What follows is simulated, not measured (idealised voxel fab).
The name of this process module is voxel wiring stack.
Section cut is 140 nm wide and gridded with 5 nm square cells.
In this document a cross-section is written as a grid of square cells. It is given as a series of bands, listed from the top down, and a band is one or more rows of cells. For a band, the entry starts with two heights in nm, that of the top and then that of the bottom, and carries on with the band's materials in order from left to right, each alongside its width in nm; the word "throughout" beside a single material means it fills the band edge to edge, and "empty" means empty space. The reference from which all heights are counted is 0, the level beneath which the as-received wafer is entirely one material; the lowest band, having no lower bound, proceeds downward and is written after the example "top 0, no bottom". It should be noted that a width expressed as "30->40" varies in equal increments from row to row of cells within the band, taking the value of the first number at the top row and that of the second number at the bottom row. Reading "everything unchanged" for a step: not a cell of the cross-section changed in it. Each empty space that has no open way to the top and spans at least 8 cells appears under "Sealed internal cavities" as width x height at distance, the distance counted from the left edge, all in nm. Heads up: the bit after the settings on a step's line is the simulator's remark on that step. "overlay nm" on a masked step: distance the mask lay right of its planned place, negative for left. Read the rest as pairs. Take the cross-section before one process step, then the cross-section after it, which shows only down to the lowest band that changed. Under the pair, find the step between them and its settings. Bear in mind that pairs may come from different runs of this module on the same starting wafer: link a pair to the pair above it only where its entry headed "Geometry before processing" says to.

Geometry before processing:
> top 0, no bottom  Si throughout
> Sealed internal cavities: none

Post-Process View:
> top 10, bottom 0  SiO2 throughout
> At heights below 0, the structure remains unaltered.
> Sealed internal cavities: none
So what happens between those two cross-sections up there? CONFORMAL_DEP | material SiO2 | thk nm 10

Geometry before processing: equal to the after panel directly above.

Post-Process View:
> top 15, bottom 10  SiN throughout
> At heights below 10, the structure remains unaltered.
> Sealed internal cavities: none
So what happens between those two cross-sections up there? CONFORMAL_DEP | material SiN | thk nm 5

Geometry before processing: equal to the after panel directly above.

Post-Process View:
> top 30, bottom 15  lowk throughout
> At heights below 15, the structure remains unaltered.
> Sealed internal cavities: none
So what happens between those two cross-sections up there? DIRECTIONAL_DEP | material lowk | thk nm 15

Geometry before processing: equal to the after panel directly above.

Post-Process View:
> top 50, bottom 30  30 nm resist; 30 nm empty; 20 nm resist; 30 nm empty; 30 nm resist
> At heights below 30, the structure remains unaltered.
> Sealed internal cavities: none
So what happens between those two cross-sections up there? PATTERN | tone open | mask id METAL_1 | material resist | width nm 30 | pitch nm 50 | thk nm 20 | overlay nm 0

Geometry before processing: equal to the after panel directly above.

Post-Process View:
> top 50, bottom 30  30 nm resist; 30 nm empty; 20 nm resist; 30 nm empty; 30 nm resist
> top 30, bottom 15  30 nm lowk; 30 nm empty; 20 nm lowk; 30 nm empty; 30 nm lowk
> At heights below 15, the structure remains unaltered.
> Sealed internal cavities: none
So what happens between those two cross-sections up there? DIRECTIONAL_ETCH | etch materials lowk | depth nm 15

Geometry before processing: equal to the after panel directly above.

Post-Process View:
> top 50, bottom 30  30 nm resist; 30 nm empty; 20 nm resist; 30 nm empty; 30 nm resist
> top 30, bottom 15  30 nm lowk; 30 nm empty; 20 nm lowk; 30 nm empty; 30 nm lowk
> top 15, bottom 10  30 nm SiN; 30 nm empty; 20 nm SiN; 30 nm empty; 30 nm SiN
> At heights below 10, the structure remains unaltered.
> Sealed internal cavities: none
So what happens between those two cross-sections up there? DIRECTIONAL_ETCH | etch materials SiN | depth nm 5

Geometry before processing: equal to the after panel directly above.

Post-Process View:
> top 30, bottom 15  30 nm lowk; 30 nm empty; 20 nm lowk; 30 nm empty; 30 nm lowk
> At heights below 15, the structure remains unaltered.
> Sealed internal cavities: none
So what happens between those two cross-sections up there? STRIP | etch materials resist

Geometry before processing: equal to the after panel directly above.

Post-Process View:
> top 35, bottom 30  35 nm TiN; 20 nm empty; 30 nm TiN; 20 nm empty; 35 nm TiN
> top 30, bottom 15  30 nm lowk; 5 nm TiN; 20 nm empty; 5 nm TiN; 20 nm lowk; 5 nm TiN; 20 nm empty; 5 nm TiN; 30 nm lowk
> top 15, bottom 10  30 nm SiN; 30 nm TiN; 20 nm SiN; 30 nm TiN; 30 nm SiN
> At heights below 10, the structure remains unaltered.
> Sealed internal cavities: none
So what happens between those two cross-sections up there? CONFORMAL_DEP | material TiN | thk nm 5

Geometry before processing: equal to the after panel directly above.

Post-Process View:
> top 40, bottom 35  Cu throughout
> top 35, bottom 30  35 nm TiN; 20 nm Cu; 30 nm TiN; 20 nm Cu; 35 nm TiN
> top 30, bottom 15  30 nm lowk; 5 nm TiN; 20 nm Cu; 5 nm TiN; 20 nm lowk; 5 nm TiN; 20 nm Cu; 5 nm TiN; 30 nm lowk
> At heights below 15, the structure remains unaltered.
> Sealed internal cavities: none
So what happens between those two cross-sections up there? FILL_DEP | material Cu | thk nm 5

Geometry before processing: equal to the after panel directly above.

Post-Process View:
> top 30, bottom 15  30 nm lowk; 5 nm TiN; 20 nm Cu; 5 nm TiN; 20 nm lowk; 5 nm TiN; 20 nm Cu; 5 nm TiN; 30 nm lowk
> At heights below 15, the structure remains unaltered.
> Sealed internal cavities: none
So what happens between those two cross-sections up there? CMP | height nm 30

Geometry before processing: equal to the after panel directly above.

Post-Process View:
> top 35, bottom 30  SiCN throughout
> At heights below 30, the structure remains unaltered.
> Sealed internal cavities: none
So what happens between those two cross-sections up there? CONFORMAL_DEP | material SiCN | thk nm 5

Geometry before processing: equal to the after panel directly above.

Post-Process View:
> top 65, bottom 35  SiO2 throughout
> At heights below 35, the structure remains unaltered.
> Sealed internal cavities: none
So what happens between those two cross-sections up there? DIRECTIONAL_DEP | material SiO2 | thk nm 30

Geometry before processing: equal to the after panel directly above.

Post-Process View:
> top 65, bottom 35  30 nm SiO2; 15 nm empty; 35 nm SiO2; 15 nm empty; 45 nm SiO2
> At heights below 35, the structure remains unaltered.
> Sealed internal cavities: none
So what happens between those two cross-sections up there? MASKED_ETCH | tone open | mask id METAL_2_HOLES | width nm 15 | pitch nm 50 | etch materials SiO2 | depth nm 30 | overlay nm 0

Geometry before processing: equal to the after panel directly above.

Post-Process View:
> top 80, bottom 65  30 nm aC; 15 nm empty; 35 nm aC; 15 nm empty; 45 nm aC
> top 65, bottom 50  30 nm SiO2; 15 nm empty; 35 nm SiO2; 15 nm empty; 45 nm SiO2
> top 50, bottom 35  30 nm SiO2; 15 nm aC; 35 nm SiO2; 15 nm aC; 45 nm SiO2
> At heights below 35, the structure remains unaltered.
> Sealed internal cavities: none
So what happens between those two cross-sections up there? DIRECTIONAL_DEP | material aC | thk nm 15

Geometry before processing: equal to the after panel directly above.

Post-Process View:
> top 110, bottom 80  30 nm resist; 30 nm empty; 20 nm resist; 30 nm empty; 30 nm resist
> At heights below 80, the structure remains unaltered.
> Sealed internal cavities: none
So what happens between those two cross-sections up there? PATTERN | tone open | mask id METAL_2 | material resist | width nm 30 | pitch nm 50 | thk nm 30 | overlay nm 0

Geometry before processing: equal to the after panel directly above.

Post-Process View:
> top 95, bottom 80  30 nm resist; 30 nm empty; 20 nm resist; 30 nm empty; 30 nm resist
> top 80, bottom 65  30 nm aC; 30 nm empty; 20 nm aC; 30 nm empty; 30 nm aC
> top 65, bottom 35  30 nm SiO2; 15 nm empty; 35 nm SiO2; 15 nm empty; 45 nm SiO2
> At heights below 35, the structure remains unaltered.
> Sealed internal cavities: none
So what happens between those two cross-sections up there? DIRECTIONAL_ETCH | etch materials aC | depth nm 15

Geometry before processing: equal to the after panel directly above.

Post-Process View:
> top 80, bottom 65  30 nm aC; 30 nm empty; 20 nm aC; 30 nm empty; 30 nm aC
> At heights below 65, the structure remains unaltered.
> Sealed internal cavities: none
So what happens between those two cross-sections up there? STRIP | etch materials resist

Geometry before processing: equal to the after panel directly above.

Post-Process View:
> top 80, bottom 65  30 nm aC; 30 nm empty; 20 nm aC; 30 nm empty; 30 nm aC
> top 65, bottom 50  30 nm SiO2; 30 nm empty; 20 nm SiO2; 30 nm empty; 30 nm SiO2
> At heights below 50, the structure remains unaltered.
> Sealed internal cavities: none
So what happens between those two cross-sections up there? DIRECTIONAL_ETCH | etch materials SiO2 | depth nm 15

Geometry before processing: equal to the after panel directly above.

Post-Process View:
> top 80, bottom 65  30 nm aC; 30 nm empty; 20 nm aC; 30 nm empty; 30 nm aC
> top 65, bottom 50  30 nm SiO2; 30 nm empty; 20 nm SiO2; 30 nm empty; 30 nm SiO2
> top 50, bottom 35  30 nm SiO2; 15 nm empty; 35 nm SiO2; 15 nm empty; 45 nm SiO2
> top 35, bottom 30  30 nm SiCN; 15 nm empty; 35 nm SiCN; 15 nm empty; 45 nm SiCN
> At heights below 30, the structure remains unaltered.
> Sealed internal cavities: none
So what happens between those two cross-sections up there? DIRECTIONAL_ETCH | etch materials SiCN | depth nm 5

Geometry before processing: equal to the after panel directly above.

Post-Process View:
> top 65, bottom 50  30 nm SiO2; 30 nm empty; 20 nm SiO2; 30 nm empty; 30 nm SiO2
> At heights below 50, the structure remains unaltered.
> Sealed internal cavities: none
So what happens between those two cross-sections up there? STRIP | etch materials aC

Geometry before processing: equal to the after panel directly above.

Post-Process View:
> top 70, bottom 65  35 nm TiN; 20 nm empty; 30 nm TiN; 20 nm empty; 35 nm TiN
> top 65, bottom 55  30 nm SiO2; 5 nm TiN; 20 nm empty; 5 nm TiN; 20 nm SiO2; 5 nm TiN; 20 nm empty; 5 nm TiN; 30 nm SiO2
> top 55, bottom 50  30 nm SiO2; 5 nm TiN; 5 nm empty; 20 nm TiN; 20 nm SiO2; 5 nm TiN; 5 nm empty; 20 nm TiN; 30 nm SiO2
> top 50, bottom 35  30 nm SiO2; 5 nm TiN; 5 nm empty; 5 nm TiN; 35 nm SiO2; 5 nm TiN; 5 nm empty; 5 nm TiN; 45 nm SiO2
> top 35, bottom 30  30 nm SiCN; 15 nm TiN; 35 nm SiCN; 15 nm TiN; 45 nm SiCN
> At heights below 30, the structure remains unaltered.
> Sealed internal cavities: none
So what happens between those two cross-sections up there? CONFORMAL_DEP | material TiN | thk nm 5

Geometry before processing: equal to the after panel directly above.

Post-Process View:
> top 75, bottom 70  Cu throughout
> top 70, bottom 65  35 nm TiN; 20 nm Cu; 30 nm TiN; 20 nm Cu; 35 nm TiN
> top 65, bottom 55  30 nm SiO2; 5 nm TiN; 20 nm Cu; 5 nm TiN; 20 nm SiO2; 5 nm TiN; 20 nm Cu; 5 nm TiN; 30 nm SiO2
> top 55, bottom 50  30 nm SiO2; 5 nm TiN; 5 nm Cu; 20 nm TiN; 20 nm SiO2; 5 nm TiN; 5 nm Cu; 20 nm TiN; 30 nm SiO2
> top 50, bottom 35  30 nm SiO2; 5 nm TiN; 5 nm Cu; 5 nm TiN; 35 nm SiO2; 5 nm TiN; 5 nm Cu; 5 nm TiN; 45 nm SiO2
> At heights below 35, the structure remains unaltered.
> Sealed internal cavities: none
So what happens between those two cross-sections up there? FILL_DEP | material Cu | thk nm 5

Geometry before processing: equal to the after panel directly above.

Post-Process View:
> top 65, bottom 55  30 nm SiO2; 5 nm TiN; 20 nm Cu; 5 nm TiN; 20 nm SiO2; 5 nm TiN; 20 nm Cu; 5 nm TiN; 30 nm SiO2
> At heights below 55, the structure remains unaltered.
> Sealed internal cavities: none
So what happens between those two cross-sections up there? CMP | height nm 65

Geometry before processing: equal to the after panel directly above.

Post-Process View:
> top 70, bottom 65  SiCN throughout
> At heights below 65, the structure remains unaltered.
> Sealed internal cavities: none
So what happens between those two cross-sections up there? CONFORMAL_DEP | material SiCN | thk nm 5

Geometry before processing: equal to the after panel directly above.

Post-Process View:
> top 80, bottom 70  lowk throughout
> At heights below 70, the structure remains unaltered.
> Sealed internal cavities: none
So what happens between those two cross-sections up there? DIRECTIONAL_DEP | material lowk | thk nm 10

Geometry before processing: equal to the after panel directly above.

Post-Process View:
> top 95, bottom 80  30 nm resist; 15 nm empty; 35 nm resist; 15 nm empty; 45 nm resist
> At heights below 80, the structure remains unaltered.
> Sealed internal cavities: none
So what happens between those two cross-sections up there? PATTERN | tone open | mask id PLUG_2 | material resist | width nm 15 | pitch nm 50 | thk nm 15 | overlay nm 0

Geometry before processing: equal to the after panel directly above.

Post-Process View:
> top 95, bottom 80  30 nm resist; 15 nm empty; 35 nm resist; 15 nm empty; 45 nm resist
> top 80, bottom 70  30 nm lowk; 15 nm empty; 35 nm lowk; 15 nm empty; 45 nm lowk
> At heights below 70, the structure remains unaltered.
> Sealed internal cavities: none
So what happens between those two cross-sections up there? DIRECTIONAL_ETCH | etch materials lowk | depth nm 10

Geometry before processing: equal to the after panel directly above.

Post-Process View:
> top 95, bottom 80  30 nm resist; 15 nm empty; 35 nm resist; 15 nm empty; 45 nm resist
> top 80, bottom 70  30 nm lowk; 15 nm empty; 35 nm lowk; 15 nm empty; 45 nm lowk
> top 70, bottom 65  30 nm SiCN; 15 nm empty; 35 nm SiCN; 15 nm empty; 45 nm SiCN
> At heights below 65, the structure remains unaltered.
> Sealed internal cavities: none
So what happens between those two cross-sections up there? DIRECTIONAL_ETCH | etch materials SiCN | depth nm 5

Geometry before processing: equal to the after panel directly above.

Post-Process View:
> top 80, bottom 70  30 nm lowk; 15 nm empty; 35 nm lowk; 15 nm empty; 45 nm lowk
> At heights below 70, the structure remains unaltered.
> Sealed internal cavities: none
So what happens between those two cross-sections up there? STRIP | etch materials resist

Geometry before processing: equal to the after panel directly above.

Post-Process View:
> top 80, bottom 75  30 nm lowk; 15 nm empty; 35 nm lowk; 15 nm empty; 45 nm lowk
> top 75, bottom 70  30 nm lowk; 15 nm Ru; 35 nm lowk; 15 nm Ru; 45 nm lowk
> top 70, bottom 65  30 nm SiCN; 15 nm Ru; 35 nm SiCN; 15 nm Ru; 45 nm SiCN
> At heights below 65, the structure remains unaltered.
> Sealed internal cavities: none
So what happens between those two cross-sections up there? EPI | material Ru | thk nm 10

Geometry before processing: equal to the after panel directly above.

Post-Process View:
> top 80, bottom 70  30 nm lowk; 15 nm Ru; 35 nm lowk; 15 nm Ru; 45 nm lowk
> At heights below 70, the structure remains unaltered.
> Sealed internal cavities: none
So what happens between those two cross-sections up there? EPI | material Ru | thk nm 5

Geometry before processing: equal to the after panel directly above.

Post-Process View:
> top 85, bottom 80  SiCN throughout
> At heights below 80, the structure remains unaltered.
> Sealed internal cavities: none
So what happens between those two cross-sections up there? CONFORMAL_DEP | material SiCN | thk nm 5

Geometry before processing: equal to the after panel directly above.

Post-Process View:
> top 100, bottom 85  lowk throughout
> At heights below 85, the structure remains unaltered.
> Sealed internal cavities: none
So what happens between those two cross-sections up there? DIRECTIONAL_DEP | material lowk | thk nm 15

Geometry before processing: equal to the after panel directly above.

Post-Process View:
> top 120, bottom 100  30 nm resist; 30 nm empty; 20 nm resist; 30 nm empty; 30 nm resist
> At heights below 100, the structure remains unaltered.
> Sealed internal cavities: none
So what happens between those two cross-sections up there? PATTERN | tone open | mask id METAL_3 | material resist | width nm 30 | pitch nm 50 | thk nm 20 | overlay nm 0

Geometry before processing: equal to the after panel directly above.

Post-Process View:
> top 120, bottom 100  30 nm resist; 30 nm empty; 20 nm resist; 30 nm empty; 30 nm resist
> top 100, bottom 85  30 nm lowk; 30 nm empty; 20 nm lowk; 30 nm empty; 30 nm lowk
> At heights below 85, the structure remains unaltered.
> Sealed internal cavities: none
So what happens between those two cross-sections up there? DIRECTIONAL_ETCH | etch materials lowk | depth nm 15

Geometry before processing: equal to the after panel directly above.

Post-Process View:
> top 120, bottom 100  30 nm resist; 30 nm empty; 20 nm resist; 30 nm empty; 30 nm resist
> top 100, bottom 85  30 nm lowk; 30 nm empty; 20 nm lowk; 30 nm empty; 30 nm lowk
> top 85, bottom 80  30 nm SiCN; 30 nm empty; 20 nm SiCN; 30 nm empty; 30 nm SiCN
> At heights below 80, the structure remains unaltered.
> Sealed internal cavities: none
So what happens between those two cross-sections up there? DIRECTIONAL_ETCH | etch materials SiCN | depth nm 5

Geometry before processing: equal to the after panel directly above.

Post-Process View:
> top 100, bottom 85  30 nm lowk; 30 nm empty; 20 nm lowk; 30 nm empty; 30 nm lowk
> At heights below 85, the structure remains unaltered.
> Sealed internal cavities: none
So what happens between those two cross-sections up there? STRIP | etch materials resist

Geometry before processing: equal to the after panel directly above.

Post-Process View:
> top 105, bottom 100  35 nm TiN; 20 nm empty; 30 nm TiN; 20 nm empty; 35 nm TiN
> top 100, bottom 85  30 nm lowk; 5 nm TiN; 20 nm empty; 5 nm TiN; 20 nm lowk; 5 nm TiN; 20 nm empty; 5 nm TiN; 30 nm lowk
> top 85, bottom 80  30 nm SiCN; 30 nm TiN; 20 nm SiCN; 30 nm TiN; 30 nm SiCN
> At heights below 80, the structure remains unaltered.
> Sealed internal cavities: none
So what happens between those two cross-sections up there? CONFORMAL_DEP | material TiN | thk nm 5

Geometry before processing: equal to the after panel directly above.

Post-Process View:
> top 110, bottom 105  Ru throughout
> top 105, bottom 100  35 nm TiN; 20 nm Ru; 30 nm TiN; 20 nm Ru; 35 nm TiN
> top 100, bottom 85  30 nm lowk; 5 nm TiN; 20 nm Ru; 5 nm TiN; 20 nm lowk; 5 nm TiN; 20 nm Ru; 5 nm TiN; 30 nm lowk
> At heights below 85, the structure remains unaltered.
> Sealed internal cavities: none
So what happens between those two cross-sections up there? FILL_DEP | material Ru | thk nm 5

Geometry before processing: equal to the after panel directly above.

Post-Process View:
> top 100, bottom 85  30 nm lowk; 5 nm TiN; 20 nm Ru; 5 nm TiN; 20 nm lowk; 5 nm TiN; 20 nm Ru; 5 nm TiN; 30 nm lowk
> At heights below 85, the structure remains unaltered.
> Sealed internal cavities: none
So what happens between those two cross-sections up there? CMP | height nm 100

Geometry before processing: equal to the after panel directly above.

Post-Process View:
> top 105, bottom 100  25 nm empty; 40 nm Ru; 10 nm empty; 40 nm Ru; 25 nm empty
> At heights below 100, the structure remains unaltered.
> Sealed internal cavities: none
So what happens between those two cross-sections up there? EPI | material Ru | thk nm 5

Geometry before processing: equal to the after panel directly above.

Post-Process View:
> top 110, bottom 105  SiCN throughout
> top 105, bottom 100  25 nm SiCN; 40 nm Ru; 10 nm SiCN; 40 nm Ru; 25 nm SiCN
> At heights below 100, the structure remains unaltered.
> Sealed internal cavities: none
So what happens between those two cross-sections up there? FILL_DEP | material SiCN | thk nm 5

Geometry before processing: equal to the after panel directly above.

Post-Process View:
> top 140, bottom 110  lowk throughout
> At heights below 110, the structure remains unaltered.
> Sealed internal cavities: none
So what happens between those two cross-sections up there? DIRECTIONAL_DEP | material lowk | thk nm 30

Geometry before processing: equal to the after panel directly above.

Post-Process View:
> top 160, bottom 140  30 nm resist; 15 nm empty; 95 nm resist
> At heights below 140, the structure remains unaltered.
> Sealed internal cavities: none
So what happens between those two cross-sections up there? PATTERN | tone open | mask id METAL_4_HOLES | material resist | width nm 15 | thk nm 20 | overlay nm 0

Geometry before processing: equal to the after panel directly above.

Post-Process View:
> top 160, bottom 140  30 nm resist; 15 nm empty; 95 nm resist
> top 140, bottom 110  30 nm lowk; 15 nm empty; 95 nm lowk
> At heights below 110, the structure remains unaltered.
> Sealed internal cavities: none
So what happens between those two cross-sections up there? DIRECTIONAL_ETCH | etch materials lowk | depth nm 30

Geometry before processing: equal to the after panel directly above.

Post-Process View:
> top 140, bottom 110  30 nm lowk; 15 nm empty; 95 nm lowk
> At heights below 110, the structure remains unaltered.
> Sealed internal cavities: none
So what happens between those two cross-sections up there? STRIP | etch materials resist

Geometry before processing: equal to the after panel directly above.

Post-Process View:
> top 155, bottom 140  30 nm resist; 30 nm empty; 20 nm resist; 30 nm empty; 30 nm resist
> At heights below 140, the structure remains unaltered.
> Sealed internal cavities: none
So what happens between those two cross-sections up there? PATTERN | tone open | mask id METAL_4 | material resist | width nm 30 | pitch nm 50 | thk nm 15 | overlay nm 0

Geometry before processing: equal to the after panel directly above.

Post-Process View:
> top 155, bottom 140  30 nm resist; 30 nm empty; 20 nm resist; 30 nm empty; 30 nm resist
> top 140, bottom 125  30 nm lowk; 30 nm empty; 20 nm lowk; 30 nm empty; 30 nm lowk
> At heights below 125, the structure remains unaltered.
> Sealed internal cavities: none
So what happens between those two cross-sections up there? DIRECTIONAL_ETCH | etch materials lowk | depth nm 15

Geometry before processing: equal to the after panel directly above.

Post-Process View:
> top 155, bottom 140  30 nm resist; 30 nm empty; 20 nm resist; 30 nm empty; 30 nm resist
> top 140, bottom 125  30 nm lowk; 30 nm empty; 20 nm lowk; 30 nm empty; 30 nm lowk
> top 125, bottom 110  30 nm lowk; 15 nm empty; 95 nm lowk
> top 110, bottom 105  30 nm SiCN; 15 nm empty; 95 nm SiCN
> At heights below 105, the structure remains unaltered.
> Sealed internal cavities: none
So what happens between those two cross-sections up there? DIRECTIONAL_ETCH | etch materials SiCN | depth nm 5

Geometry before processing: equal to the after panel directly above.

Post-Process View:
> top 140, bottom 125  30 nm lowk; 30 nm empty; 20 nm lowk; 30 nm empty; 30 nm lowk
> At heights below 125, the structure remains unaltered.
> Sealed internal cavities: none
So what happens between those two cross-sections up there? STRIP | etch materials resist

Geometry before processing: equal to the after panel directly above.

Post-Process View:
> top 145, bottom 140  35 nm TiN; 20 nm empty; 30 nm TiN; 20 nm empty; 35 nm TiN
> top 140, bottom 130  30 nm lowk; 5 nm TiN; 20 nm empty; 5 nm TiN; 20 nm lowk; 5 nm TiN; 20 nm empty; 5 nm TiN; 30 nm lowk
> top 130, bottom 125  30 nm lowk; 5 nm TiN; 5 nm empty; 20 nm TiN; 20 nm lowk; 30 nm TiN; 30 nm lowk
> top 125, bottom 110  30 nm lowk; 5 nm TiN; 5 nm empty; 5 nm TiN; 95 nm lowk
> top 110, bottom 105  30 nm SiCN; 15 nm TiN; 95 nm SiCN
> At heights below 105, the structure remains unaltered.
> Sealed internal cavities: none
So what happens between those two cross-sections up there? CONFORMAL_DEP | material TiN | thk nm 5

Geometry before processing: equal to the after panel directly above.

Post-Process View:
> top 155, bottom 145  Cu throughout
> top 145, bottom 140  35 nm TiN; 20 nm Cu; 30 nm TiN; 20 nm Cu; 35 nm TiN
> top 140, bottom 130  30 nm lowk; 5 nm TiN; 20 nm Cu; 5 nm TiN; 20 nm lowk; 5 nm TiN; 20 nm Cu; 5 nm TiN; 30 nm lowk
> top 130, bottom 125  30 nm lowk; 5 nm TiN; 5 nm Cu; 20 nm TiN; 20 nm lowk; 30 nm TiN; 30 nm lowk
> top 125, bottom 110  30 nm lowk; 5 nm TiN; 5 nm Cu; 5 nm TiN; 95 nm lowk
> At heights below 110, the structure remains unaltered.
> Sealed internal cavities: none
So what happens between those two cross-sections up there? FILL_DEP | material Cu | thk nm 10

Geometry before processing: equal to the after panel directly above.

Post-Process View:
> top 140, bottom 130  30 nm lowk; 5 nm TiN; 20 nm Cu; 5 nm TiN; 20 nm lowk; 5 nm TiN; 20 nm Cu; 5 nm TiN; 30 nm lowk
> At heights below 130, the structure remains unaltered.
> Sealed internal cavities: none
So what happens between those two cross-sections up there? CMP | height nm 140

Geometry before processing: equal to the after panel directly above.

Post-Process View:
> top 145, bottom 140  SiN throughout
> At heights below 140, the structure remains unaltered.
> Sealed internal cavities: none
So what happens between those two cross-sections up there? CONFORMAL_DEP | material SiN | thk nm 5

Geometry before processing:
> top 80, bottom 70  30 nm lowk; 15 nm Ru; 35 nm lowk; 15 nm Ru; 45 nm lowk
> top 70, bottom 65  30 nm SiCN; 15 nm Ru; 35 nm SiCN; 15 nm Ru; 45 nm SiCN
> top 65, bottom 55  30 nm SiO2; 5 nm TiN; 20 nm Cu; 5 nm TiN; 20 nm SiO2; 5 nm TiN; 20 nm Cu; 5 nm TiN; 30 nm SiO2
> top 55, bottom 50  30 nm SiO2; 5 nm TiN; 5 nm Cu; 20 nm TiN; 20 nm SiO2; 5 nm TiN; 5 nm Cu; 20 nm TiN; 30 nm SiO2
> top 50, bottom 35  30 nm SiO2; 5 nm TiN; 5 nm Cu; 5 nm TiN; 35 nm SiO2; 5 nm TiN; 5 nm Cu; 5 nm TiN; 45 nm SiO2
> top 35, bottom 30  30 nm SiCN; 15 nm TiN; 35 nm SiCN; 15 nm TiN; 45 nm SiCN
> top 30, bottom 15  30 nm lowk; 5 nm TiN; 20 nm Cu; 5 nm TiN; 20 nm lowk; 5 nm TiN; 20 nm Cu; 5 nm TiN; 30 nm lowk
> top 15, bottom 10  30 nm SiN; 30 nm TiN; 20 nm SiN; 30 nm TiN; 30 nm SiN
> top 10, bottom 0  SiO2 throughout
> top 0, no bottom  Si throughout
> Sealed internal cavities: none

Post-Process View:
> top 95, bottom 80  lowk throughout
> At heights below 80, the structure remains unaltered.
> Sealed internal cavities: none
So what happens between those two cross-sections up there? DIRECTIONAL_DEP | material lowk | thk nm 15

Geometry before processing: equal to the after panel directly above.

Post-Process View:
> top 115, bottom 95  30 nm resist; 30 nm empty; 20 nm resist; 30 nm empty; 30 nm resist
> At heights below 95, the structure remains unaltered.
> Sealed internal cavities: none
So what happens between those two cross-sections up there? PATTERN | tone open | mask id METAL_3 | material resist | width nm 30 | pitch nm 50 | thk nm 20 | overlay nm 0

Geometry before processing: equal to the after panel directly above.

Post-Process View:
> top 115, bottom 95  30 nm resist; 30 nm empty; 20 nm resist; 30 nm empty; 30 nm resist
> top 95, bottom 80  30 nm lowk; 30 nm empty; 20 nm lowk; 30 nm empty; 30 nm lowk
> At heights below 80, the structure remains unaltered.
> Sealed internal cavities: none
So what happens between those two cross-sections up there? DIRECTIONAL_ETCH | etch materials lowk | depth nm 15

Geometry before processing: equal to the after panel directly above.

Post-Process View:
> top 95, bottom 80  30 nm lowk; 30 nm empty; 20 nm lowk; 30 nm empty; 30 nm lowk
> At heights below 80, the structure remains unaltered.
> Sealed internal cavities: none
So what happens between those two cross-sections up there? STRIP | etch materials resist

Geometry before processing: equal to the after panel directly above.

Post-Process View:
> top 100, bottom 95  35 nm TiN; 20 nm empty; 30 nm TiN; 20 nm empty; 35 nm TiN
> top 95, bottom 85  30 nm lowk; 5 nm TiN; 20 nm empty; 5 nm TiN; 20 nm lowk; 5 nm TiN; 20 nm empty; 5 nm TiN; 30 nm lowk
> top 85, bottom 80  30 nm lowk; 30 nm TiN; 20 nm lowk; 30 nm TiN; 30 nm lowk
> At heights below 80, the structure remains unaltered.
> Sealed internal cavities: none
So what happens between those two cross-sections up there? CONFORMAL_DEP | material TiN | thk nm 5

Geometry before processing: equal to the after panel directly above.

Post-Process View:
> top 105, bottom 100  Ru throughout
> top 100, bottom 95  35 nm TiN; 20 nm Ru; 30 nm TiN; 20 nm Ru; 35 nm TiN
> top 95, bottom 85  30 nm lowk; 5 nm TiN; 20 nm Ru; 5 nm TiN; 20 nm lowk; 5 nm TiN; 20 nm Ru; 5 nm TiN; 30 nm lowk
> At heights below 85, the structure remains unaltered.
> Sealed internal cavities: none
So what happens between those two cross-sections up there? FILL_DEP | material Ru | thk nm 5

Geometry before processing: equal to the after panel directly above.

Post-Process View:
> top 100, bottom 95  35 nm TiN; 20 nm Ru; 30 nm TiN; 20 nm Ru; 35 nm TiN
> At heights below 95, the structure remains unaltered.
> Sealed internal cavities: none
So what happens between those two cross-sections up there? CMP | height nm 100

Geometry before processing: equal to the after panel directly above.

Post-Process View:
> top 105, bottom 100  Ru throughout
> At heights below 100, the structure remains unaltered.
> Sealed internal cavities: none
So what happens between those two cross-sections up there? EPI | material Ru | thk nm 5

Geometry before processing: equal to the after panel directly above.

Post-Process View:
> top 110, bottom 105  SiCN throughout
> At heights below 105, the structure remains unaltered.
> Sealed internal cavities: none
So what happens between those two cross-sections up there? FILL_DEP | material SiCN | thk nm 5

Geometry before processing: equal to the after panel directly above.

Post-Process View:
> top 140, bottom 110  lowk throughout
> At heights below 110, the structure remains unaltered.
> Sealed internal cavities: none
So what happens between those two cross-sections up there? DIRECTIONAL_DEP | material lowk | thk nm 30

Geometry before processing: equal to the after panel directly above.

Post-Process View:
> top 160, bottom 140  30 nm resist; 15 nm empty; 95 nm resist
> At heights below 140, the structure remains unaltered.
> Sealed internal cavities: none
So what happens between those two cross-sections up there? PATTERN | tone open | mask id METAL_4_HOLES | material resist | width nm 15 | thk nm 20 | overlay nm 0

Geometry before processing: equal to the after panel directly above.

Post-Process View:
> top 160, bottom 140  30 nm resist; 15 nm empty; 95 nm resist
> top 140, bottom 110  30 nm lowk; 15 nm empty; 95 nm lowk
> At heights below 110, the structure remains unaltered.
> Sealed internal cavities: none
So what happens between those two cross-sections up there? DIRECTIONAL_ETCH | etch materials lowk | depth nm 30

Geometry before processing: equal to the after panel directly above.

Post-Process View:
> top 140, bottom 110  30 nm lowk; 15 nm empty; 95 nm lowk
> At heights below 110, the structure remains unaltered.
> Sealed internal cavities: none
So what happens between those two cross-sections up there? STRIP | etch materials resist

Geometry before processing: equal to the after panel directly above.

Post-Process View:
> top 155, bottom 140  30 nm resist; 30 nm empty; 20 nm resist; 30 nm empty; 30 nm resist
> At heights below 140, the structure remains unaltered.
> Sealed internal cavities: none
So what happens between those two cross-sections up there? PATTERN | tone open | mask id METAL_4 | material resist | width nm 30 | pitch nm 50 | thk nm 15 | overlay nm 0

Geometry before processing: equal to the after panel directly above.

Post-Process View:
> top 155, bottom 140  30 nm resist; 30 nm empty; 20 nm resist; 30 nm empty; 30 nm resist
> top 140, bottom 125  30 nm lowk; 30 nm empty; 20 nm lowk; 30 nm empty; 30 nm lowk
> At heights below 125, the structure remains unaltered.
> Sealed internal cavities: none
So what happens between those two cross-sections up there? DIRECTIONAL_ETCH | etch materials lowk | depth nm 15

Geometry before processing: equal to the after panel directly above.

Post-Process View:
> top 155, bottom 140  30 nm resist; 30 nm empty; 20 nm resist; 30 nm empty; 30 nm resist
> top 140, bottom 125  30 nm lowk; 30 nm empty; 20 nm lowk; 30 nm empty; 30 nm lowk
> top 125, bottom 110  30 nm lowk; 15 nm empty; 95 nm lowk
> top 110, bottom 105  30 nm SiCN; 15 nm empty; 95 nm SiCN
> At heights below 105, the structure remains unaltered.
> Sealed internal cavities: none
So what happens between those two cross-sections up there? DIRECTIONAL_ETCH | etch materials SiCN | depth nm 5

Geometry before processing: equal to the after panel directly above.

Post-Process View:
> top 140, bottom 125  30 nm lowk; 30 nm empty; 20 nm lowk; 30 nm empty; 30 nm lowk
> At heights below 125, the structure remains unaltered.
> Sealed internal cavities: none
So what happens between those two cross-sections up there? STRIP | etch materials resist
